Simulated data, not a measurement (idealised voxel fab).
A process module follows: voxel capacitor over wiring.
In the cross-section labelled cut, the width is 180 nm and each square cell is 5 nm.
Cross-sections here: square-cell grids, written as top-down lists of bands, a band being one or more rows of cells. Band: top and bottom heights (nm) first, top before bottom; then materials from left to right, widths in nm. "all across" marks a sole material filling the band edge to edge. "air" denotes empty space. Heights are reckoned from 0. Under this level, the received wafer is all of one material. The bottommost band is open-ended downward, for example "0 and below". You'd read "30->40" like this: the band's top row of cells is as wide as the first number, its bottom row is as wide as the second, and going down, every row changes width by the same amount as the row before did. "same as before", as given for a step, is the statement that not any cell of the cross-section underwent a change during that step. "Fully closed voids": sealed empty spaces, 8 cells or more, no open way to top, listed width x height at distance, with distance from the left edge and width, height and distance in nm. Anything after a step's settings on that line? It's the simulator's own note about the step. overlay nm: step with mask; distance mask lay right of planned place; negative value = left of planned place.

**Steps planned for the process**
1) RECEIVE, material Si
2) CONFORMAL_DEP, material SiO2, thk nm 15
3) CONFORMAL_DEP, material SiN, thk nm 5
4) DIRECTIONAL_DEP, material lowk, thk nm 20
5) DIRECTIONAL_DEP, material aC, thk nm 10
6) PATTERN, tone open, mask id METAL_1, material resist, width nm 25, pitch nm 75, thk nm 30, overlay nm 0
7) DIRECTIONAL_ETCH, etch materials aC, depth nm 10
8) STRIP, etch materials resist
9) DIRECTIONAL_ETCH, etch materials lowk, depth nm 20
10) DIRECTIONAL_ETCH, etch materials SiN, depth nm 5
11) STRIP, etch materials aC
12) CONFORMAL_DEP, material TiN, thk nm 5
13) FILL_DEP, material W, thk nm 10
14) CMP, height nm 40
15) CONFORMAL_DEP, material SiCN, thk nm 5
16) DIRECTIONAL_DEP, material lowk, thk nm 15
17) DIRECTIONAL_DEP, material aC, thk nm 15
18) PATTERN, tone open, mask id PLUG_1, material resist, width nm 15, thk nm 35, overlay nm 0
19) DIRECTIONAL_ETCH, etch materials aC, depth nm 15
20) STRIP, etch materials resist
21) DIRECTIONAL_ETCH, etch materials lowk, depth nm 15
22) DIRECTIONAL_ETCH, etch materials SiCN, depth nm 5
23) STRIP, etch materials aC
24) CONFORMAL_DEP, material TiN, thk nm 5
25) FILL_DEP, material Ru, thk nm 5
26) CMP, height nm 60
27) DIRECTIONAL_DEP, material TiN, thk nm 10
28) DIRECTIONAL_DEP, material Al2O3, thk nm 5
29) DIRECTIONAL_DEP, material TiN, thk nm 5
30) PATTERN, tone cover, mask id UPPER_PLATE, material resist, width nm 55, thk nm 20, overlay nm 0
31) DIRECTIONAL_ETCH, etch materials TiN, depth nm 5
32) DIRECTIONAL_ETCH, etch materials Al2O3, depth nm 5
33) STRIP, etch materials resist
34) PATTERN, tone cover, mask id LOWER_PLATE, material resist, width nm 65, thk nm 20, overlay nm 0
35) DIRECTIONAL_ETCH, etch materials TiN, depth nm 10
36) STRIP, etch materials resist
37) FILL_DEP, material SiO2, thk nm 20
38) CMP, height nm 95
39) DIRECTIONAL_DEP, material aC, thk nm 15
40) PATTERN, tone open, mask id PLUG_2, material resist, width nm 15, thk nm 30, overlay nm 0
41) DIRECTIONAL_ETCH, etch materials aC, depth nm 15
42) STRIP, etch materials resist
43) DIRECTIONAL_ETCH, etch materials SiO2, depth nm 15
44) STRIP, etch materials aC
45) CONFORMAL_DEP, material TiN, thk nm 5
46) FILL_DEP, material Cu, thk nm 10
47) CMP, height nm 95
48) CONFORMAL_DEP, material SiN, thk nm 5

**Cross-section, incoming material, after step 1**
  0 and below = Si all across
  Fully closed voids: none

**Figure: cross-sectional view of the wafer upon completion of the module, processed from the initial state and according to the plan depicted above, with one error introduced during execution**
  100 down to 95 = SiN all across
  95 down to 85 = 60 SiO2 / 5 TiN / 5 Cu / 5 TiN / 105 SiO2
  85 down to 80 = 60 SiO2 / 15 TiN / 105 SiO2
  80 down to 75 = 45 SiO2 / 5 TiN / 55 SiO2 / 5 TiN / 70 SiO2
  75 down to 70 = 50 Al2O3 / 55 SiO2 / 75 Al2O3
  70 down to 60 = TiN all across
  60 down to 45 = 50 lowk / 5 TiN / 5 Ru / 5 TiN / 115 lowk
  45 down to 40 = 50 SiCN / 15 TiN / 115 SiCN
  40 down to 20 = 40 lowk / 5 TiN / 15 W / 5 TiN / 50 lowk / 5 TiN / 15 W / 5 TiN / 40 lowk
  20 down to 15 = 40 SiN / 25 TiN / 50 SiN / 25 TiN / 40 SiN
  15 down to 0 = SiO2 all across
  0 and below = Si all across
  Fully closed voids: none
Want to know what went wrong? so step 30 ended up running with a different setting than we planned, it ran as PATTERN, tone open, mask id UPPER_PLATE, material resist, width nm 55, thk nm 20, overlay nm 0
